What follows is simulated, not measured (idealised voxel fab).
process module | voxel trench capacitor
cross-section cut | 145 nm wide | cells 5 nm
A cross-section is a grid of square cells, given in bands from the top down. A band is one or more rows of cells.
Each band's line starts with the height of the band's top and of its bottom, in nm. Then come its materials from left to right, each with its width in nm. One material with "throughout" fills the band from edge to edge. "air" is empty space.
Height 0 is the level under which the wafer as received is all one material. The lowest band goes on downwards, as in "0 down".
A width such as "30 to 40" changes by the same amount from each row of cells to the next, from the band's top row to its bottom row.
"no change" after a step means that no cell of the cross-section changed.
closed voids: empty space of 8 cells or more with no open way to the top, each as width x height at its distance from the left edge, in nm
after a step's settings: what the simulator itself notes on the step
overlay nm, on a step with a mask: how far to the right of its planned place the mask lay; to the left if negative
plan
1 op RECEIVE | material Si
2 op CONFORMAL_DEP | material SiN | thk nm 5
3 op DIRECTIONAL_DEP | material aC | thk nm 15
4 op PATTERN | tone open | mask id TRENCH | material resist | width nm 15 | pitch nm 45 | thk nm 35 | overlay nm 0
5 op DIRECTIONAL_ETCH | etch materials aC | depth nm 15
6 op STRIP | etch materials resist
7 op DIRECTIONAL_ETCH | etch materials SiN | depth nm 5
8 op DIRECTIONAL_ETCH | etch materials Si | depth nm 40
9 op STRIP | etch materials aC
10 op CONFORMAL_DEP | material Al2O3 | thk nm 5
11 op FILL_DEP | material polySi | thk nm 10
12 op CMP | height nm 5
first wafer, as planned
as received, after step 1
  0 down: Si throughout
  closed voids: none
after step 2
  5 to 0: SiN throughout
  below 0: unchanged
after step 3
  20 to 5: aC throughout
  below 5: unchanged
after step 4
  55 to 20: resist 40 | air 15 | resist 30 | air 15 | resist 45
  below 20: unchanged
after step 5
  40 to 20: resist 40 | air 15 | resist 30 | air 15 | resist 45
  20 to 5: aC 40 | air 15 | aC 30 | air 15 | aC 45
  below 5: unchanged
after step 6
  20 to 5: aC 40 | air 15 | aC 30 | air 15 | aC 45
  below 5: unchanged
after step 7
  20 to 5: aC 40 | air 15 | aC 30 | air 15 | aC 45
  5 to 0: SiN 40 | air 15 | SiN 30 | air 15 | SiN 45
  below 0: unchanged
after step 8
  20 to 5: aC 40 | air 15 | aC 30 | air 15 | aC 45
  5 to 0: SiN 40 | air 15 | SiN 30 | air 15 | SiN 45
  0 to -40: Si 40 | air 15 | Si 30 | air 15 | Si 45
  below -40: unchanged
after step 9
  5 to 0: SiN 40 | air 15 | SiN 30 | air 15 | SiN 45
  below 0: unchanged
after step 10
  10 to 5: Al2O3 45 | air 5 | Al2O3 40 | air 5 | Al2O3 50
  5 to 0: SiN 40 | Al2O3 5 | air 5 | Al2O3 5 | SiN 30 | Al2O3 5 | air 5 | Al2O3 5 | SiN 45
  0 to -35: Si 40 | Al2O3 5 | air 5 | Al2O3 5 | Si 30 | Al2O3 5 | air 5 | Al2O3 5 | Si 45
  -35 to -40: Si 40 | Al2O3 15 | Si 30 | Al2O3 15 | Si 45
  below -40: unchanged
after step 11
  20 to 10: polySi throughout
  10 to 5: Al2O3 45 | polySi 5 | Al2O3 40 | polySi 5 | Al2O3 50
  5 to 0: SiN 40 | Al2O3 5 | polySi 5 | Al2O3 5 | SiN 30 | Al2O3 5 | polySi 5 | Al2O3 5 | SiN 45
  0 to -35: Si 40 | Al2O3 5 | polySi 5 | Al2O3 5 | Si 30 | Al2O3 5 | polySi 5 | Al2O3 5 | Si 45
  below -35: unchanged
after step 12
  5 to 0: SiN 40 | Al2O3 5 | polySi 5 | Al2O3 5 | SiN 30 | Al2O3 5 | polySi 5 | Al2O3 5 | SiN 45
  below 0: unchanged
second wafer: like start, like plan, one mistake. Through step 3 it matches the first wafer
when step 4 should have ended
  55 to 20: resist 35 | air 25 | resist 20 | air 25 | resist 40
  below 20: unchanged
when step 5 should have ended
  40 to 20: resist 35 | air 25 | resist 20 | air 25 | resist 40
  20 to 5: aC 35 | air 25 | aC 20 | air 25 | aC 40
  below 5: unchanged
when step 6 should have ended
  20 to 5: aC 35 | air 25 | aC 20 | air 25 | aC 40
  below 5: unchanged
when step 7 should have ended
  20 to 5: aC 35 | air 25 | aC 20 | air 25 | aC 40
  5 to 0: SiN 35 | air 25 | SiN 20 | air 25 | SiN 40
  below 0: unchanged
when step 8 should have ended
  20 to 5: aC 35 | air 25 | aC 20 | air 25 | aC 40
  5 to 0: SiN 35 | air 25 | SiN 20 | air 25 | SiN 40
  0 to -40: Si 35 | air 25 | Si 20 | air 25 | Si 40
  below -40: unchanged
when step 9 should have ended
  5 to 0: SiN 35 | air 25 | SiN 20 | air 25 | SiN 40
  below 0: unchanged
when step 10 should have ended
  10 to 5: Al2O3 40 | air 15 | Al2O3 30 | air 15 | Al2O3 45
  5 to 0: SiN 35 | Al2O3 5 | air 15 | Al2O3 5 | SiN 20 | Al2O3 5 | air 15 | Al2O3 5 | SiN 40
  0 to -35: Si 35 | Al2O3 5 | air 15 | Al2O3 5 | Si 20 | Al2O3 5 | air 15 | Al2O3 5 | Si 40
  -35 to -40: Si 35 | Al2O3 25 | Si 20 | Al2O3 25 | Si 40
  below -40: unchanged
when step 11 should have ended
  20 to 10: polySi throughout
  10 to 5: Al2O3 40 | polySi 15 | Al2O3 30 | polySi 15 | Al2O3 45
  5 to 0: SiN 35 | Al2O3 5 | polySi 15 | Al2O3 5 | SiN 20 | Al2O3 5 | polySi 15 | Al2O3 5 | SiN 40
  0 to -35: Si 35 | Al2O3 5 | polySi 15 | Al2O3 5 | Si 20 | Al2O3 5 | polySi 15 | Al2O3 5 | Si 40
  below -35: unchanged
when step 12 should have ended
  5 to 0: SiN 35 | Al2O3 5 | polySi 15 | Al2O3 5 | SiN 20 | Al2O3 5 | polySi 15 | Al2O3 5 | SiN 40
  below 0: unchanged
what went wrong: step 4 ran as: op PATTERN | tone open | mask id TRENCH | material resist | width nm 25 | pitch nm 45 | thk nm 35 | overlay nm 0
at the end the second wafer has, in cells: 4 more of Al2O3 | 32 fewer of Si | 4 fewer of SiN | 32 more of polySi
